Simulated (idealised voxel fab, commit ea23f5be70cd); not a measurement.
The document below concerns the process module designated voxel transistor to metal.
Displayed cross-section: cut, width of 175 nm, square cells sized 5 nm.
Format of a cross-section: grid, square cells. Given as bands. Order: top down. Band: one or more rows of cells.
Read a band's entry like this: the first values are the height of its top and the height of its bottom in nm, and what follows is the sequence of materials from left to right, each with its width in nm. Note that "empty" is empty space, and that a single material marked "edge to edge" reaches across the band from edge to edge.
Height datum 0, below which the as-received substrate wafer is one material. Lowest band open at the bottom, running downward: "z 0 and below".
It should be noted that a width expressed as "30 to 40" varies in equal increments from row to row of cells within the band, taking the value of the first number at the top row and that of the second number at the bottom row.
What does "stayed the same" mean for a step? It means no cell of the cross-section changed in that step.
Any empty space of 8 cells or more lacking an open way to the top shows up in "Voids lacking openings" as width x height at distance, distance from the left edge, in nm.
Heads up: the bit after the settings on a step's line is the simulator's remark on that step.
overlay nm: on a step with a mask, how far right of its planned place the mask lay; negative means left.

**plan**
1 RECEIVE, material Si
2 OXIDIZE, depth nm 5
3 CONFORMAL_DEP, material SiN, thk nm 15
4 PATTERN, tone cover, mask id ACTIVE, material resist, width nm 105, thk nm 15, overlay nm 0
5 DIRECTIONAL_ETCH, etch materials SiN, depth nm 15
6 DIRECTIONAL_ETCH, etch materials SiO2, depth nm 5
7 DIRECTIONAL_ETCH, etch materials Si, depth nm 30
8 STRIP, etch materials resist
9 OXIDIZE, depth nm 5
10 FILL_DEP, material SiO2, thk nm 15
11 CMP, height nm 15
12 SELECTIVE_ETCH, etch materials SiO2, depth nm 5
13 STRIP, etch materials SiN
14 SELECTIVE_ETCH, etch materials SiO2, depth nm 5
15 OXIDIZE, depth nm 5
16 DIRECTIONAL_DEP, material polySi, thk nm 30
17 DIRECTIONAL_DEP, material SiCN, thk nm 10
18 DIRECTIONAL_DEP, material aC, thk nm 10
19 PATTERN, tone cover, mask id GATE, material resist, width nm 25, thk nm 30, overlay nm 0
20 DIRECTIONAL_ETCH, etch materials aC, depth nm 10
21 STRIP, etch materials resist
22 DIRECTIONAL_ETCH, etch materials SiCN, depth nm 20
23 DIRECTIONAL_ETCH, etch materials polySi, depth nm 40
24 STRIP, etch materials aC
25 CONFORMAL_DEP, material SiN, thk nm 10
26 DIRECTIONAL_ETCH, etch materials SiN, depth nm 10
27 DIRECTIONAL_ETCH, etch materials SiO2, depth nm 5
28 DIRECTIONAL_ETCH, etch materials Si, depth nm 10
29 EPI, material SiGe, thk nm 10
30 FILL_DEP, material SiO2, thk nm 10
31 CMP, height nm 25
32 STRIP, etch materials polySi
33 SELECTIVE_ETCH, etch materials SiO2, depth nm 5
34 CONFORMAL_DEP, material HfO2, thk nm 5
35 CONFORMAL_DEP, material TiN, thk nm 5
36 FILL_DEP, material W, thk nm 5
37 CMP, height nm 20
38 DIRECTIONAL_DEP, material SiO2, thk nm 15
39 MASKED_ETCH, tone open, mask id CONTACT, width nm 20, pitch nm 75, etch materials SiO2, depth nm 45, overlay nm 0
40 CONFORMAL_DEP, material TiN, thk nm 5
41 FILL_DEP, material Ru, thk nm 5
42 CMP, height nm 35
43 DIRECTIONAL_DEP, material TiN, thk nm 5
44 DIRECTIONAL_DEP, material W, thk nm 25
45 DIRECTIONAL_DEP, material aC, thk nm 15
46 PATTERN, tone cover, mask id METAL_1, material resist, width nm 20, pitch nm 75, thk nm 35, overlay nm 0
47 DIRECTIONAL_ETCH, etch materials aC, depth nm 15
48 STRIP, etch materials resist
49 DIRECTIONAL_ETCH, etch materials W, depth nm 25
50 DIRECTIONAL_ETCH, etch materials TiN, depth nm 5
51 STRIP, etch materials aC
52 FILL_DEP, material SiO2, thk nm 5
53 CMP, height nm 65
54 CONFORMAL_DEP, material SiCN, thk nm 5
55 DIRECTIONAL_DEP, material lowk, thk nm 30
56 DIRECTIONAL_DEP, material aC, thk nm 15
57 PATTERN, tone open, mask id METAL_2, material resist, width nm 20, pitch nm 75, thk nm 30, overlay nm 0
58 DIRECTIONAL_ETCH, etch materials aC, depth nm 15
59 STRIP, etch materials resist
60 DIRECTIONAL_ETCH, etch materials lowk, depth nm 15
61 STRIP, etch materials aC
62 DIRECTIONAL_DEP, material aC, thk nm 15
63 PATTERN, tone open, mask id METAL_2_HOLES, material resist, width nm 15, pitch nm 75, thk nm 30, overlay nm 0
64 DIRECTIONAL_ETCH, etch materials aC, depth nm 15
65 STRIP, etch materials resist
66 DIRECTIONAL_ETCH, etch materials lowk, depth nm 15
67 DIRECTIONAL_ETCH, etch materials SiCN, depth nm 5
68 STRIP, etch materials aC
69 CONFORMAL_DEP, material TiN, thk nm 5
70 FILL_DEP, material Cu, thk nm 5
71 CMP, height nm 100
72 CONFORMAL_DEP, material SiN, thk nm 5

**Cross-section: wafer on arrival = after step 1**
    z 0 and below = Si edge to edge
    Voids lacking openings: none

**First of two wafers: cross-section at end of module, run per plan**
    z 105 to 100 = SiN edge to edge
    z 100 to 90 = lowk=40; TiN=5; Cu=10; TiN=5; lowk=55; TiN=5; Cu=10; TiN=5; lowk=40
    z 90 to 85 = lowk=40; TiN=5; Cu=5; TiN=10; lowk=55; TiN=5; Cu=5; TiN=10; lowk=40
    z 85 to 70 = lowk=40; TiN=5; Cu=5; TiN=5; lowk=60; TiN=5; Cu=5; TiN=5; lowk=45
    z 70 to 65 = SiCN=40; TiN=15; SiCN=60; TiN=15; SiCN=45
    z 65 to 40 = SiO2=40; W=20; SiO2=55; W=20; SiO2=40
    z 40 to 35 = SiO2=40; TiN=20; SiO2=55; TiN=20; SiO2=40
    z 35 to 20 = SiO2=40; TiN=5; Ru=10; TiN=5; SiO2=55; TiN=5; Ru=10; TiN=5; SiO2=40
    z 20 to 5 = SiO2=40; TiN=5; Ru=10; TiN=5; SiO2=5; SiN=10; HfO2=5; TiN=5; W=5; TiN=5; HfO2=5; SiN=10; SiO2=5; TiN=5; Ru=10; TiN=5; SiO2=40
    z 5 to 0 = SiO2=30; SiN=10; TiN=5; Ru=5; TiN=10; SiO2=5; SiN=10; HfO2=5; TiN=5; W=5; TiN=5; HfO2=5; SiN=10; SiO2=5; TiN=10; Ru=5; TiN=5; SiN=10; SiO2=30
    z 0 to -5 = SiO2=30; SiN=10; TiN=5; Ru=5; TiN=5; SiGe=10; SiN=10; HfO2=5; TiN=15; HfO2=5; SiN=10; SiGe=10; TiN=5; Ru=5; TiN=5; SiN=10; SiO2=30
    z -5 to -10 = SiO2=40; TiN=15; SiGe=10; SiO2=5; HfO2=35; SiO2=5; SiGe=10; TiN=15; SiO2=40
    z -10 to -20 = SiO2=40; SiGe=25; Si=45; SiGe=25; SiO2=40
    z -20 to -40 = SiO2=40; Si=95; SiO2=40
    z -40 and below = Si edge to edge
    Voids lacking openings: none

**What the second wafer looks like in cross-section once the module is done. Its start and its plan matched the first wafer's exactly; what differed was one mistake in how it was run**
    z 105 to 100 = SiN edge to edge
    z 100 to 90 = lowk=40; TiN=5; Cu=10; TiN=5; lowk=55; TiN=5; Cu=10; TiN=5; lowk=40
    z 90 to 85 = lowk=40; TiN=5; Cu=5; TiN=10; lowk=55; TiN=5; Cu=5; TiN=10; lowk=40
    z 85 to 75 = lowk=40; TiN=5; Cu=5; TiN=5; lowk=60; TiN=5; Cu=5; TiN=5; lowk=45
    z 75 to 70 = lowk=40; TiN=15; lowk=60; TiN=15; lowk=45
    z 70 to 65 = Ru edge to edge
    z 65 to 40 = SiO2=40; W=20; SiO2=55; W=20; SiO2=40
    z 40 to 35 = SiO2=40; TiN=20; SiO2=55; TiN=20; SiO2=40
    z 35 to 20 = SiO2=40; TiN=5; Ru=10; TiN=5; SiO2=55; TiN=5; Ru=10; TiN=5; SiO2=40
    z 20 to 5 = SiO2=40; TiN=5; Ru=10; TiN=5; SiO2=5; SiN=10; HfO2=5; TiN=5; W=5; TiN=5; HfO2=5; SiN=10; SiO2=5; TiN=5; Ru=10; TiN=5; SiO2=40
    z 5 to 0 = SiO2=30; SiN=10; TiN=5; Ru=5; TiN=10; SiO2=5; SiN=10; HfO2=5; TiN=5; W=5; TiN=5; HfO2=5; SiN=10; SiO2=5; TiN=10; Ru=5; TiN=5; SiN=10; SiO2=30
    z 0 to -5 = SiO2=30; SiN=10; TiN=5; Ru=5; TiN=5; SiGe=10; SiN=10; HfO2=5; TiN=15; HfO2=5; SiN=10; SiGe=10; TiN=5; Ru=5; TiN=5; SiN=10; SiO2=30
    z -5 to -10 = SiO2=40; TiN=15; SiGe=10; SiO2=5; HfO2=35; SiO2=5; SiGe=10; TiN=15; SiO2=40
    z -10 to -20 = SiO2=40; SiGe=25; Si=45; SiGe=25; SiO2=40
    z -20 to -40 = SiO2=40; Si=95; SiO2=40
    z -40 and below = Si edge to edge
    Voids lacking openings: none
It is concluded that the wafer was processed incorrectly with respect to the plan, in that planned and actual differ for step 54; actual: CONFORMAL_DEP, material Ru, thk nm 5
End check, counted in cells, second wafer has more or fewer of these materials than the first: -2 Cu; +35 Ru; -29 SiCN; -4 TiN
